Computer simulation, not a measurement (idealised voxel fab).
Process module name: voxel ribs on slabs
The width of the displayed cross-section, cut, is 155 nm; its cells are square, with a size of 5 nm.
The cross-sections in this document take the form of a grid made of square cells. They are written out as bands, in order from top to bottom. Each band consists of one or more rows of cells. Per band: top height and bottom height in nm, followed by the left-to-right materials and their widths in nm; "all across" marks a single material spanning edge to edge, "air" marks empty space. Heights are reckoned from 0. Under this level, the received wafer is all of one material. The bottommost band is open-ended downward, for example "from 0 down". Think of "30->40" as a width that walks from the first number to the second as you go down the band, top row to bottom row, taking equal-sized steps from row to row. Step note "no change occurred" = no cross-section cell changed. Under "Sealed voids" you'll find the enclosed gaps, the ones with no way out to the top, that are 8 cells or bigger; each reads width x height at distance, with distance counted from the left edge, everything in nm. Past the settings on a step's line: simulator remark, on that step. "overlay nm" denotes, for a step that has a mask, the displacement of the mask to the right of its planned place, with negative values corresponding to the left.
These are the steps we planned for the process
1 RECEIVE | material Si
2 DIRECTIONAL_DEP | material SiO2 | thk nm 25
3 DIRECTIONAL_DEP | material SiN | thk nm 15
4 PATTERN | tone cover | mask id RIB | material resist | width nm 15 | thk nm 15 | overlay nm 0
5 DIRECTIONAL_ETCH | etch materials SiN | depth nm 10
6 STRIP | etch materials resist
7 MASKED_ETCH | tone cover | mask id SLAB | width nm 65 | etch materials SiN | depth nm 5 | overlay nm 0
8 FILL_DEP | material SiO2 | thk nm 20
9 CMP | height nm 55
10 DIRECTIONAL_DEP | material W | thk nm 10
11 MASKED_ETCH | tone cover | mask id HEATER | width nm 15 | etch materials W | depth nm 10 | overlay nm 0
12 CONFORMAL_DEP | material SiO2 | thk nm 10
All wafers enter the flow in the same state. The width nm at step 11 differs from wafer to wafer, and the plan gives the value for the first wafer.
Step 1 complete: as-received cross-section of the first of several wafers
- from 0 down | Si all across
- Sealed voids: none
Per-wafer rows below. For each material: cells gained (+) or lost (-) since the wafer was received, as of end of module. Then: closed voids
width nm 15 | +19 SiN | +392 SiO2 | +6 W | Sealed voids: none
width nm 20 | +19 SiN | +392 SiO2 | +8 W | Sealed voids: none
width nm 25 | +19 SiN | +392 SiO2 | +10 W | Sealed voids: none
width nm 30 | +19 SiN | +392 SiO2 | +12 W | Sealed voids: none
width nm 35 | +19 SiN | +392 SiO2 | +14 W | Sealed voids: none
width nm 40 | +19 SiN | +392 SiO2 | +16 W | Sealed voids: none
